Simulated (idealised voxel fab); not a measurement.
Title: Process Module voxel local oxidation
Section shown: cut. Width: 205 nm. Cell size: 5 nm, square.
Heads up, the way a cross-section reads in here is a grid of square cells, handed over as bands from the top down, with every band being one or more rows of cells.
This entry defines a band. It first specifies the height of the band's top and the height of its bottom in nm, and then specifies the band's materials from left to right, stating each material with its width in nm. The word "everywhere" identifies a single material that fills the band from edge to edge, while the word "empty" identifies empty space.
Below 0: as-received wafer, all one material; heights counted from there. Lowest band: no bottom, goes on down, written "0 nm and below".
Quick explanation for "30..40": the width changes in equal steps down the rows of cells, from the first number in the band's top row to the second number in its bottom row.
Key: "nothing got changed" - step with no changed cell in the cross-section.
You'll see "Completely enclosed voids" listing empty spaces that have no way open to the top, as long as they're 8 cells or more; the notation is width x height at distance, where the distance is from the left edge, and all of it is in nm.
Step line, after settings: the simulator's comment on this step.
overlay nm, on a step with a mask: how far to the right of its planned place the mask lay; to the left if negative
# Here's what the planned process steps look like
1. RECEIVE with material Si
2. CONFORMAL_DEP with material SiO2, thk nm 5
3. CONFORMAL_DEP with material SiN, thk nm 15
4. DIRECTIONAL_DEP with material aC, thk nm 10
5. PATTERN with tone cover, mask id ACTIVE, material resist, width nm 90, thk nm 30, overlay nm 0
6. DIRECTIONAL_ETCH with etch materials aC, depth nm 10
7. STRIP with etch materials resist
8. DIRECTIONAL_ETCH with etch materials SiN, depth nm 15
9. STRIP with etch materials aC
10. SELECTIVE_ETCH with etch materials SiO2, depth nm 5
11. OXIDIZE with depth nm 15
12. STRIP with etch materials SiN
# Wafer at receipt (post step 1), cross-section
> 0 nm and below: Si everywhere
> Completely enclosed voids: none
# Cross-section: first of two wafers, module finished, run according to plan
> 5 nm to 0 nm: empty (60) / SiO2 (80) / empty (65)
> 0 nm to -15 nm: SiO2 (75) / Si (50) / SiO2 (80)
> -15 nm and below: Si everywhere
> Completely enclosed voids: none
# This cross-section belongs to the second wafer of two at the end of the module; the start and the plan were shared with the first, and the run included one mistake
> 5 nm to 0 nm: empty (50) / SiO2 (80) / empty (75)
> 0 nm to -15 nm: SiO2 (65) / Si (50) / SiO2 (90)
> -15 nm and below: Si everywhere
> Completely enclosed voids: none
Deviation from plan: for step 5, the planned setting was not used; the step was instead run as PATTERN with tone cover, mask id ACTIVE, material resist, width nm 90, thk nm 30, overlay nm -10
The concluding comparison shows that, measured in cells, each material is equally abundant on both wafers, albeit at different positions.
